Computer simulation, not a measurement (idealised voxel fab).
The process module that follows is named voxel trench capacitor.
Square cells of 5 nm make up the cross-section cut, whose width is 220 nm.
Cross-sections here: square-cell grids, written as top-down lists of bands, a band being one or more rows of cells.
Quick guide to a band line: top height, bottom height (nm) up front; then every material left to right with its width in nm. Only one material and it's marked "full width"? Then it fills the band edge to edge. And "air" just means empty space.
We count height from 0. Below that, the starting wafer is all one material. The lowest band never ends at the bottom but goes on down; see "0..down" for how that is written.
Top row gets the first number, bottom row gets the second, and each row in between changes by the same step: that is how a band width like "30->40" works.
No cell of the cross-section changed in a step that is given as "changes: none".
In the "Entrapped void list" entry, you get each enclosed empty space of 8 cells or more, one with no open way to the top, written width x height at distance, distance from the left edge, in nm.
Step line, after settings: the simulator's comment on this step.
A step line may carry the setting "overlay nm", which, for steps involving a mask, states the distance by which the mask lay to the right of its intended position; negative values denote displacement to the left.
The following list gives the planned process steps:
1) RECEIVE,material Si
2) CONFORMAL_DEP,material SiN,thk nm 10
3) DIRECTIONAL_DEP,material aC,thk nm 15
4) PATTERN,tone open,mask id TRENCH,material resist,width nm 20,pitch nm 50,thk nm 30,overlay nm 0
5) DIRECTIONAL_ETCH,etch materials aC,depth nm 15
6) STRIP,etch materials resist
7) DIRECTIONAL_ETCH,etch materials SiN,depth nm 10
8) DIRECTIONAL_ETCH,etch materials Si,depth nm 30
9) STRIP,etch materials aC
10) CONFORMAL_DEP,material Al2O3,thk nm 5
11) FILL_DEP,material polySi,thk nm 5
12) CMP,height nm 10
Here's what the wafer looked like in cross-section when it arrived - that's after step 1:
> 0..down = Si full width
> Entrapped void list: none
First wafer at the end, as planned:
> 10..0 = SiN 75  Al2O3 5  polySi 10  Al2O3 5  SiN 30  Al2O3 5  polySi 10  Al2O3 5  SiN 75
> 0..-25 = Si 75  Al2O3 5  polySi 10  Al2O3 5  Si 30  Al2O3 5  polySi 10  Al2O3 5  Si 75
> -25..-30 = Si 75  Al2O3 20  Si 30  Al2O3 20  Si 75
> -30..down = Si full width
> Entrapped void list: none
Wafer two, end of module, cross-section. Same start, same plan as wafer one. One mistake in the run:
> 10..0 = SiN 85  Al2O3 5  polySi 10  Al2O3 5  SiN 30  Al2O3 5  polySi 10  Al2O3 5  SiN 65
> 0..-25 = Si 85  Al2O3 5  polySi 10  Al2O3 5  Si 30  Al2O3 5  polySi 10  Al2O3 5  Si 65
> -25..-30 = Si 85  Al2O3 20  Si 30  Al2O3 20  Si 65
> -30..down = Si full width
> Entrapped void list: none
Processing error: step 4 was processed under conditions differing from the plan, specifically as PATTERN,tone open,mask id TRENCH,material resist,width nm 20,pitch nm 50,thk nm 30,overlay nm 10
So at the finish, the second wafer's got exactly as many cells of each material as the first, just not in the same spots.
